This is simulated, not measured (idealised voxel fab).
This is a process module. Its name is voxel wiring stack.
The figure presents cross-section cut, which has a width of 260 nm and is divided into square cells with an edge length of 5 nm.
In this document a cross-section is written as a grid of square cells. It is given as a series of bands, listed from the top down, and a band is one or more rows of cells.
This entry defines a band. It first specifies the height of the band's top and the height of its bottom in nm, and then specifies the band's materials from left to right, stating each material with its width in nm. The word "throughout" identifies a single material that fills the band from edge to edge, while the word "blank" identifies empty space.
Ref level 0: as-received wafer is one material below here. Bottom band extends down with no lower bound ("0 down").
You'd read "30 to 40" like this: the band's top row of cells is as wide as the first number, its bottom row is as wide as the second, and going down, every row changes width by the same amount as the row before did.
A step reported as "everything unchanged" is a step in which no cell of the cross-section changed.
"Catalogued sealed voids" enumerates empty spaces isolated from the top, with no open way to it, that contain at least 8 cells, giving each as width x height at distance from the left edge, all three in nm.
If you see something after the settings on a step's line, that's the simulator's own remark about that step.
You can add "overlay nm" to a step's line. For a step with a mask, it describes how far the mask lay to the right of its planned position, and a negative number describes a lay to the left.
-- Intended process steps
1. RECEIVE [material Si]
2. CONFORMAL_DEP [material SiO2] [thk nm 15]
3. CONFORMAL_DEP [material SiCN] [thk nm 5]
4. DIRECTIONAL_DEP [material lowk] [thk nm 15]
5. DIRECTIONAL_DEP [material aC] [thk nm 10]
6. PATTERN [tone open] [mask id METAL_1] [material resist] [width nm 20] [pitch nm 40] [thk nm 25] [overlay nm 0]
7. DIRECTIONAL_ETCH [etch materials aC] [depth nm 10]
8. STRIP [etch materials resist]
9. DIRECTIONAL_ETCH [etch materials lowk] [depth nm 15]
10. DIRECTIONAL_ETCH [etch materials SiCN] [depth nm 5]
11. STRIP [etch materials aC]
12. CONFORMAL_DEP [material TiN] [thk nm 5]
13. FILL_DEP [material Cu] [thk nm 5]
14. CMP [height nm 35]
15. EPI [material Ru] [thk nm 5]
16. FILL_DEP [material SiCN] [thk nm 5]
17. DIRECTIONAL_DEP [material SiO2] [thk nm 15]
18. DIRECTIONAL_DEP [material aC] [thk nm 15]
19. PATTERN [tone open] [mask id PLUG_1] [material resist] [width nm 15] [pitch nm 40] [thk nm 30] [overlay nm 0]
20. DIRECTIONAL_ETCH [etch materials aC] [depth nm 15]
21. STRIP [etch materials resist]
22. DIRECTIONAL_ETCH [etch materials SiO2] [depth nm 15]
23. DIRECTIONAL_ETCH [etch materials SiCN] [depth nm 5]
24. STRIP [etch materials aC]
25. EPI [material Ru] [thk nm 10]
26. EPI [material Ru] [thk nm 10]
27. CONFORMAL_DEP [material SiCN] [thk nm 5]
28. DIRECTIONAL_DEP [material lowk] [thk nm 20]
29. PATTERN [tone open] [mask id METAL_2] [material resist] [width nm 20] [pitch nm 40] [thk nm 15] [overlay nm 0]
30. DIRECTIONAL_ETCH [etch materials lowk] [depth nm 20]
31. DIRECTIONAL_ETCH [etch materials SiCN] [depth nm 5]
32. STRIP [etch materials resist]
33. CONFORMAL_DEP [material TiN] [thk nm 5]
34. FILL_DEP [material W] [thk nm 5]
35. CMP [height nm 85]
36. CONFORMAL_DEP [material SiCN] [thk nm 5]
37. DIRECTIONAL_DEP [material lowk] [thk nm 30]
38. MASKED_ETCH [tone open] [mask id METAL_3] [width nm 20] [pitch nm 40] [etch materials lowk] [depth nm 15] [overlay nm 0]
39. MASKED_ETCH [tone open] [mask id METAL_3_HOLES] [width nm 15] [pitch nm 40] [etch materials lowk] [depth nm 15] [overlay nm 0]
40. MASKED_ETCH [tone open] [mask id METAL_3_HOLES] [width nm 15] [pitch nm 40] [etch materials SiCN] [depth nm 5] [overlay nm 0]
41. CONFORMAL_DEP [material TiN] [thk nm 5]
42. FILL_DEP [material Cu] [thk nm 5]
43. CMP [height nm 120]
44. CONFORMAL_DEP [material SiCN] [thk nm 5]
45. DIRECTIONAL_DEP [material SiO2] [thk nm 20]
46. MASKED_ETCH [tone open] [mask id PLUG_3] [width nm 15] [pitch nm 40] [etch materials SiO2] [depth nm 20] [overlay nm 0]
47. MASKED_ETCH [tone open] [mask id PLUG_3] [width nm 15] [pitch nm 40] [etch materials SiCN] [depth nm 5] [overlay nm 0]
48. EPI [material Ru] [thk nm 10]
49. EPI [material Ru] [thk nm 10]
50. EPI [material Ru] [thk nm 5]
51. DIRECTIONAL_DEP [material TiN] [thk nm 5]
52. DIRECTIONAL_DEP [material W] [thk nm 25]
53. MASKED_ETCH [tone cover] [mask id METAL_4] [width nm 20] [pitch nm 40] [etch materials W] [depth nm 25] [overlay nm 0]
54. MASKED_ETCH [tone cover] [mask id METAL_4] [width nm 20] [pitch nm 40] [etch materials TiN] [depth nm 5] [overlay nm 0]
55. CONFORMAL_DEP [material SiCN] [thk nm 5]
56. FILL_DEP [material SiO2] [thk nm 5]
57. CMP [height nm 175]
58. CONFORMAL_DEP [material SiCN] [thk nm 5]
-- The first of a set of two wafers, run to plan
-- As-received state of the wafer in cross-section, equivalent to post-step 1
> 0 down  Si throughout
> Catalogued sealed voids: none
-- Take a look at the wafer's cross-section after step 2
> 15 to 0  SiO2 throughout
> Below 0, no change.
-- Take a look at the wafer's cross-section after step 3
> 20 to 15  SiCN throughout
> Below 15, no change.
-- Take a look at the wafer's cross-section after step 4
> 35 to 20  lowk throughout
> Below 20, no change.
-- Take a look at the wafer's cross-section after step 5
> 45 to 35  aC throughout
> Below 35, no change.
-- Take a look at the wafer's cross-section after step 6
> 70 to 45  80 of resist / 20 of blank / 20 of resist / 20 of blank / 20 of resist / 20 of blank / 80 of resist
> Below 45, no change.
-- Take a look at the wafer's cross-section after step 7
> 60 to 45  80 of resist / 20 of blank / 20 of resist / 20 of blank / 20 of resist / 20 of blank / 80 of resist
> 45 to 35  80 of aC / 20 of blank / 20 of aC / 20 of blank / 20 of aC / 20 of blank / 80 of aC
> Below 35, no change.
-- Take a look at the wafer's cross-section after step 8
> 45 to 35  80 of aC / 20 of blank / 20 of aC / 20 of blank / 20 of aC / 20 of blank / 80 of aC
> Below 35, no change.
-- Take a look at the wafer's cross-section after step 9
> 45 to 35  80 of aC / 20 of blank / 20 of aC / 20 of blank / 20 of aC / 20 of blank / 80 of aC
> 35 to 20  80 of lowk / 20 of blank / 20 of lowk / 20 of blank / 20 of lowk / 20 of blank / 80 of lowk
> Below 20, no change.
-- Take a look at the wafer's cross-section after step 10
> 45 to 35  80 of aC / 20 of blank / 20 of aC / 20 of blank / 20 of aC / 20 of blank / 80 of aC
> 35 to 20  80 of lowk / 20 of blank / 20 of lowk / 20 of blank / 20 of lowk / 20 of blank / 80 of lowk
> 20 to 15  80 of SiCN / 20 of blank / 20 of SiCN / 20 of blank / 20 of SiCN / 20 of blank / 80 of SiCN
> Below 15, no change.
-- Take a look at the wafer's cross-section after step 11
> 35 to 20  80 of lowk / 20 of blank / 20 of lowk / 20 of blank / 20 of lowk / 20 of blank / 80 of lowk
> Below 20, no change.
-- Take a look at the wafer's cross-section after step 12
> 40 to 35  85 of TiN / 10 of blank / 30 of TiN / 10 of blank / 30 of TiN / 10 of blank / 85 of TiN
> 35 to 20  80 of lowk / 5 of TiN / 10 of blank / 5 of TiN / 20 of lowk / 5 of TiN / 10 of blank / 5 of TiN / 20 of lowk / 5 of TiN / 10 of blank / 5 of TiN / 80 of lowk
> 20 to 15  80 of SiCN / 20 of TiN / 20 of SiCN / 20 of TiN / 20 of SiCN / 20 of TiN / 80 of SiCN
> Below 15, no change.
-- Take a look at the wafer's cross-section after step 13
> 45 to 40  Cu throughout
> 40 to 35  85 of TiN / 10 of Cu / 30 of TiN / 10 of Cu / 30 of TiN / 10 of Cu / 85 of TiN
> 35 to 20  80 of lowk / 5 of TiN / 10 of Cu / 5 of TiN / 20 of lowk / 5 of TiN / 10 of Cu / 5 of TiN / 20 of lowk / 5 of TiN / 10 of Cu / 5 of TiN / 80 of lowk
> Below 20, no change.
-- Take a look at the wafer's cross-section after step 14
> 35 to 20  80 of lowk / 5 of TiN / 10 of Cu / 5 of TiN / 20 of lowk / 5 of TiN / 10 of Cu / 5 of TiN / 20 of lowk / 5 of TiN / 10 of Cu / 5 of TiN / 80 of lowk
> Below 20, no change.
-- Take a look at the wafer's cross-section after step 15
> 40 to 35  75 of blank / 30 of Ru / 10 of blank / 30 of Ru / 10 of blank / 30 of Ru / 75 of blank
> Below 35, no change.
-- Take a look at the wafer's cross-section after step 16
> 45 to 40  SiCN throughout
> 40 to 35  75 of SiCN / 30 of Ru / 10 of SiCN / 30 of Ru / 10 of SiCN / 30 of Ru / 75 of SiCN
> Below 35, no change.
-- Take a look at the wafer's cross-section after step 17
> 60 to 45  SiO2 throughout
> Below 45, no change.
-- Take a look at the wafer's cross-section after step 18
> 75 to 60  aC throughout
> Below 60, no change.
-- Take a look at the wafer's cross-section after step 19
> 105 to 75  80 of resist / 15 of blank / 25 of resist / 15 of blank / 25 of resist / 15 of blank / 85 of resist
> Below 75, no change.
-- Take a look at the wafer's cross-section after step 20
> 90 to 75  80 of resist / 15 of blank / 25 of resist / 15 of blank / 25 of resist / 15 of blank / 85 of resist
> 75 to 60  80 of aC / 15 of blank / 25 of aC / 15 of blank / 25 of aC / 15 of blank / 85 of aC
> Below 60, no change.
-- Take a look at the wafer's cross-section after step 21
> 75 to 60  80 of aC / 15 of blank / 25 of aC / 15 of blank / 25 of aC / 15 of blank / 85 of aC
> Below 60, no change.
-- Take a look at the wafer's cross-section after step 22
> 75 to 60  80 of aC / 15 of blank / 25 of aC / 15 of blank / 25 of aC / 15 of blank / 85 of aC
> 60 to 45  80 of SiO2 / 15 of blank / 25 of SiO2 / 15 of blank / 25 of SiO2 / 15 of blank / 85 of SiO2
> Below 45, no change.
-- Take a look at the wafer's cross-section after step 23
> 75 to 60  80 of aC / 15 of blank / 25 of aC / 15 of blank / 25 of aC / 15 of blank / 85 of aC
> 60 to 45  80 of SiO2 / 15 of blank / 25 of SiO2 / 15 of blank / 25 of SiO2 / 15 of blank / 85 of SiO2
> 45 to 40  80 of SiCN / 15 of blank / 25 of SiCN / 15 of blank / 25 of SiCN / 15 of blank / 85 of SiCN
> Below 40, no change.
-- Take a look at the wafer's cross-section after step 24
> 60 to 45  80 of SiO2 / 15 of blank / 25 of SiO2 / 15 of blank / 25 of SiO2 / 15 of blank / 85 of SiO2
> Below 45, no change.
-- Take a look at the wafer's cross-section after step 25
> 60 to 50  80 of SiO2 / 15 of blank / 25 of SiO2 / 15 of blank / 25 of SiO2 / 15 of blank / 85 of SiO2
> 50 to 45  80 of SiO2 / 15 of Ru / 25 of SiO2 / 15 of Ru / 25 of SiO2 / 15 of Ru / 85 of SiO2
> 45 to 35  80 to 75 of SiCN / 15 to 30 of Ru / 25 to 10 of SiCN / 15 to 30 of Ru / 25 to 10 of SiCN / 15 to 30 of Ru / 85 to 75 of SiCN
> Below 35, no change.
-- Take a look at the wafer's cross-section after step 26
> 60 to 45  80 of SiO2 / 15 of Ru / 25 of SiO2 / 15 of Ru / 25 of SiO2 / 15 of Ru / 85 of SiO2
> Below 45, no change.
-- Take a look at the wafer's cross-section after step 27
> 65 to 60  SiCN throughout
> Below 60, no change.
-- Take a look at the wafer's cross-section after step 28
> 85 to 65  lowk throughout
> Below 65, no change.
-- Take a look at the wafer's cross-section after step 29
> 100 to 85  80 of resist / 20 of blank / 20 of resist / 20 of blank / 20 of resist / 20 of blank / 80 of resist
> Below 85, no change.
-- Take a look at the wafer's cross-section after step 30
> 100 to 85  80 of resist / 20 of blank / 20 of resist / 20 of blank / 20 of resist / 20 of blank / 80 of resist
> 85 to 65  80 of lowk / 20 of blank / 20 of lowk / 20 of blank / 20 of lowk / 20 of blank / 80 of lowk
> Below 65, no change.
-- Take a look at the wafer's cross-section after step 31
> 100 to 85  80 of resist / 20 of blank / 20 of resist / 20 of blank / 20 of resist / 20 of blank / 80 of resist
> 85 to 65  80 of lowk / 20 of blank / 20 of lowk / 20 of blank / 20 of lowk / 20 of blank / 80 of lowk
> 65 to 60  80 of SiCN / 20 of blank / 20 of SiCN / 20 of blank / 20 of SiCN / 20 of blank / 80 of SiCN
> Below 60, no change.
-- Take a look at the wafer's cross-section after step 32
> 85 to 65  80 of lowk / 20 of blank / 20 of lowk / 20 of blank / 20 of lowk / 20 of blank / 80 of lowk
> Below 65, no change.
-- Take a look at the wafer's cross-section after step 33
> 90 to 85  85 of TiN / 10 of blank / 30 of TiN / 10 of blank / 30 of TiN / 10 of blank / 85 of TiN
> 85 to 65  80 of lowk / 5 of TiN / 10 of blank / 5 of TiN / 20 of lowk / 5 of TiN / 10 of blank / 5 of TiN / 20 of lowk / 5 of TiN / 10 of blank / 5 of TiN / 80 of lowk
> 65 to 60  80 of SiCN / 20 of TiN / 20 of SiCN / 20 of TiN / 20 of SiCN / 20 of TiN / 80 of SiCN
> Below 60, no change.
-- Take a look at the wafer's cross-section after step 34
> 95 to 90  W throughout
> 90 to 85  85 of TiN / 10 of W / 30 of TiN / 10 of W / 30 of TiN / 10 of W / 85 of TiN
> 85 to 65  80 of lowk / 5 of TiN / 10 of W / 5 of TiN / 20 of lowk / 5 of TiN / 10 of W / 5 of TiN / 20 of lowk / 5 of TiN / 10 of W / 5 of TiN / 80 of lowk
> Below 65, no change.
-- Take a look at the wafer's cross-section after step 35
> 85 to 65  80 of lowk / 5 of TiN / 10 of W / 5 of TiN / 20 of lowk / 5 of TiN / 10 of W / 5 of TiN / 20 of lowk / 5 of TiN / 10 of W / 5 of TiN / 80 of lowk
> Below 65, no change.
-- Take a look at the wafer's cross-section after step 36
> 90 to 85  SiCN throughout
> Below 85, no change.
-- Take a look at the wafer's cross-section after step 37
> 120 to 90  lowk throughout
> Below 90, no change.
-- Take a look at the wafer's cross-section after step 38
> 120 to 105  80 of lowk / 20 of blank / 20 of lowk / 20 of blank / 20 of lowk / 20 of blank / 80 of lowk
> Below 105, no change.
-- Take a look at the wafer's cross-section after step 39
> 120 to 105  80 of lowk / 20 of blank / 20 of lowk / 20 of blank / 20 of lowk / 20 of blank / 80 of lowk
> 105 to 90  80 of lowk / 15 of blank / 25 of lowk / 15 of blank / 25 of lowk / 15 of blank / 85 of lowk
> Below 90, no change.
-- Take a look at the wafer's cross-section after step 40
> 120 to 105  80 of lowk / 20 of blank / 20 of lowk / 20 of blank / 20 of lowk / 20 of blank / 80 of lowk
> 105 to 90  80 of lowk / 15 of blank / 25 of lowk / 15 of blank / 25 of lowk / 15 of blank / 85 of lowk
> 90 to 85  80 of SiCN / 15 of blank / 25 of SiCN / 15 of blank / 25 of SiCN / 15 of blank / 85 of SiCN
> Below 85, no change.
-- Take a look at the wafer's cross-section after step 41
> 125 to 120  85 of TiN / 10 of blank / 30 of TiN / 10 of blank / 30 of TiN / 10 of blank / 85 of TiN
> 120 to 110  80 of lowk / 5 of TiN / 10 of blank / 5 of TiN / 20 of lowk / 5 of TiN / 10 of blank / 5 of TiN / 20 of lowk / 5 of TiN / 10 of blank / 5 of TiN / 80 of lowk
> 110 to 105  80 of lowk / 5 of TiN / 5 of blank / 10 of TiN / 20 of lowk / 5 of TiN / 5 of blank / 10 of TiN / 20 of lowk / 5 of TiN / 5 of blank / 10 of TiN / 80 of lowk
> 105 to 90  80 of lowk / 5 of TiN / 5 of blank / 5 of TiN / 25 of lowk / 5 of TiN / 5 of blank / 5 of TiN / 25 of lowk / 5 of TiN / 5 of blank / 5 of TiN / 85 of lowk
> 90 to 85  80 of SiCN / 15 of TiN / 25 of SiCN / 15 of TiN / 25 of SiCN / 15 of TiN / 85 of SiCN
> Below 85, no change.
-- Take a look at the wafer's cross-section after step 42
> 130 to 125  Cu throughout
> 125 to 120  85 of TiN / 10 of Cu / 30 of TiN / 10 of Cu / 30 of TiN / 10 of Cu / 85 of TiN
> 120 to 110  80 of lowk / 5 of TiN / 10 of Cu / 5 of TiN / 20 of lowk / 5 of TiN / 10 of Cu / 5 of TiN / 20 of lowk / 5 of TiN / 10 of Cu / 5 of TiN / 80 of lowk
> 110 to 105  80 of lowk / 5 of TiN / 5 of Cu / 10 of TiN / 20 of lowk / 5 of TiN / 5 of Cu / 10 of TiN / 20 of lowk / 5 of TiN / 5 of Cu / 10 of TiN / 80 of lowk
> 105 to 90  80 of lowk / 5 of TiN / 5 of Cu / 5 of TiN / 25 of lowk / 5 of TiN / 5 of Cu / 5 of TiN / 25 of lowk / 5 of TiN / 5 of Cu / 5 of TiN / 85 of lowk
> Below 90, no change.
-- Take a look at the wafer's cross-section after step 43
> 120 to 110  80 of lowk / 5 of TiN / 10 of Cu / 5 of TiN / 20 of lowk / 5 of TiN / 10 of Cu / 5 of TiN / 20 of lowk / 5 of TiN / 10 of Cu / 5 of TiN / 80 of lowk
> Below 110, no change.
-- Take a look at the wafer's cross-section after step 44
> 125 to 120  SiCN throughout
> Below 120, no change.
-- Take a look at the wafer's cross-section after step 45
> 145 to 125  SiO2 throughout
> Below 125, no change.
-- Take a look at the wafer's cross-section after step 46
> 145 to 125  80 of SiO2 / 15 of blank / 25 of SiO2 / 15 of blank / 25 of SiO2 / 15 of blank / 85 of SiO2
> Below 125, no change.
-- Take a look at the wafer's cross-section after step 47
> 145 to 125  80 of SiO2 / 15 of blank / 25 of SiO2 / 15 of blank / 25 of SiO2 / 15 of blank / 85 of SiO2
> 125 to 120  80 of SiCN / 15 of blank / 25 of SiCN / 15 of blank / 25 of SiCN / 15 of blank / 85 of SiCN
> Below 120, no change.
-- Take a look at the wafer's cross-section after step 48
> 145 to 130  80 of SiO2 / 15 of blank / 25 of SiO2 / 15 of blank / 25 of SiO2 / 15 of blank / 85 of SiO2
> 130 to 125  80 of SiO2 / 15 of Ru / 25 of SiO2 / 15 of Ru / 25 of SiO2 / 15 of Ru / 85 of SiO2
> 125 to 120  80 of SiCN / 15 of Ru / 25 of SiCN / 15 of Ru / 25 of SiCN / 15 of Ru / 85 of SiCN
> Below 120, no change.
-- Take a look at the wafer's cross-section after step 49
> 145 to 140  80 of SiO2 / 15 of blank / 25 of SiO2 / 15 of blank / 25 of SiO2 / 15 of blank / 85 of SiO2
> 140 to 125  80 of SiO2 / 15 of Ru / 25 of SiO2 / 15 of Ru / 25 of SiO2 / 15 of Ru / 85 of SiO2
> Below 125, no change.
-- Take a look at the wafer's cross-section after step 50
> 145 to 125  80 of SiO2 / 15 of Ru / 25 of SiO2 / 15 of Ru / 25 of SiO2 / 15 of Ru / 85 of SiO2
> Below 125, no change.
-- Take a look at the wafer's cross-section after step 51
> 150 to 145  TiN throughout
> Below 145, no change.
-- Take a look at the wafer's cross-section after step 52
> 175 to 150  W throughout
> Below 150, no change.
-- Take a look at the wafer's cross-section after step 53
> 175 to 150  80 of blank / 20 of W / 20 of blank / 20 of W / 20 of blank / 20 of W / 80 of blank
> Below 150, no change.
-- Take a look at the wafer's cross-section after step 54
> 175 to 150  80 of blank / 20 of W / 20 of blank / 20 of W / 20 of blank / 20 of W / 80 of blank
> 150 to 145  80 of blank / 20 of TiN / 20 of blank / 20 of TiN / 20 of blank / 20 of TiN / 80 of blank
> Below 145, no change.
-- Take a look at the wafer's cross-section after step 55
> 180 to 175  75 of blank / 30 of SiCN / 10 of blank / 30 of SiCN / 10 of blank / 30 of SiCN / 75 of blank
> 175 to 150  75 of blank / 5 of SiCN / 20 of W / 5 of SiCN / 10 of blank / 5 of SiCN / 20 of W / 5 of SiCN / 10 of blank / 5 of SiCN / 20 of W / 5 of SiCN / 75 of blank
> 150 to 145  80 of SiCN / 20 of TiN / 20 of SiCN / 20 of TiN / 20 of SiCN / 20 of TiN / 80 of SiCN
> Below 145, no change.
-- Take a look at the wafer's cross-section after step 56
> 185 to 180  SiO2 throughout
> 180 to 175  75 of SiO2 / 30 of SiCN / 10 of SiO2 / 30 of SiCN / 10 of SiO2 / 30 of SiCN / 75 of SiO2
> 175 to 150  75 of SiO2 / 5 of SiCN / 20 of W / 5 of SiCN / 10 of SiO2 / 5 of SiCN / 20 of W / 5 of SiCN / 10 of SiO2 / 5 of SiCN / 20 of W / 5 of SiCN / 75 of SiO2
> Below 150, no change.
-- Take a look at the wafer's cross-section after step 57
> 175 to 150  75 of SiO2 / 5 of SiCN / 20 of W / 5 of SiCN / 10 of SiO2 / 5 of SiCN / 20 of W / 5 of SiCN / 10 of SiO2 / 5 of SiCN / 20 of W / 5 of SiCN / 75 of SiO2
> Below 150, no change.
-- Take a look at the wafer's cross-section after step 58
> 180 to 175  SiCN throughout
> Below 175, no change.
-- second wafer: like start, like plan, one mistake. Through step 52 it matches the first wafer
-- What the second wafer looks like in cross-section when step 53 should have wrapped up
> 175 to 150  80 of W / 20 of blank / 20 of W / 20 of blank / 20 of W / 20 of blank / 80 of W
> Below 150, no change.
What the second wafer looks like in cross-section when step 54 should have wrapped up: everything unchanged
-- What the second wafer looks like in cross-section when step 55 should have wrapped up
> 180 to 175  85 of SiCN / 10 of blank / 30 of SiCN / 10 of blank / 30 of SiCN / 10 of blank / 85 of SiCN
> 175 to 155  80 of W / 5 of SiCN / 10 of blank / 5 of SiCN / 20 of W / 5 of SiCN / 10 of blank / 5 of SiCN / 20 of W / 5 of SiCN / 10 of blank / 5 of SiCN / 80 of W
> 155 to 150  80 of W / 20 of SiCN / 20 of W / 20 of SiCN / 20 of W / 20 of SiCN / 80 of W
> Below 150, no change.
-- What the second wafer looks like in cross-section when step 56 should have wrapped up
> 185 to 180  SiO2 throughout
> 180 to 175  85 of SiCN / 10 of SiO2 / 30 of SiCN / 10 of SiO2 / 30 of SiCN / 10 of SiO2 / 85 of SiCN
> 175 to 155  80 of W / 5 of SiCN / 10 of SiO2 / 5 of SiCN / 20 of W / 5 of SiCN / 10 of SiO2 / 5 of SiCN / 20 of W / 5 of SiCN / 10 of SiO2 / 5 of SiCN / 80 of W
> Below 155, no change.
-- What the second wafer looks like in cross-section when step 57 should have wrapped up
> 175 to 155  80 of W / 5 of SiCN / 10 of SiO2 / 5 of SiCN / 20 of W / 5 of SiCN / 10 of SiO2 / 5 of SiCN / 20 of W / 5 of SiCN / 10 of SiO2 / 5 of SiCN / 80 of W
> Below 155, no change.
-- What the second wafer looks like in cross-section when step 58 should have wrapped up
> 180 to 175  SiCN throughout
> Below 175, no change.
Heads up, the wafer didn't run the way we planned it: step 53 changed vs plan, executed as MASKED_ETCH [tone open] [mask id METAL_4] [width nm 20] [pitch nm 40] [etch materials W] [depth nm 25] [overlay nm 0]
Bottom line after processing is that, in cells, the second wafer is up or down on some materials versus the first: -34 SiCN | -146 SiO2 | +40 TiN | +140 W
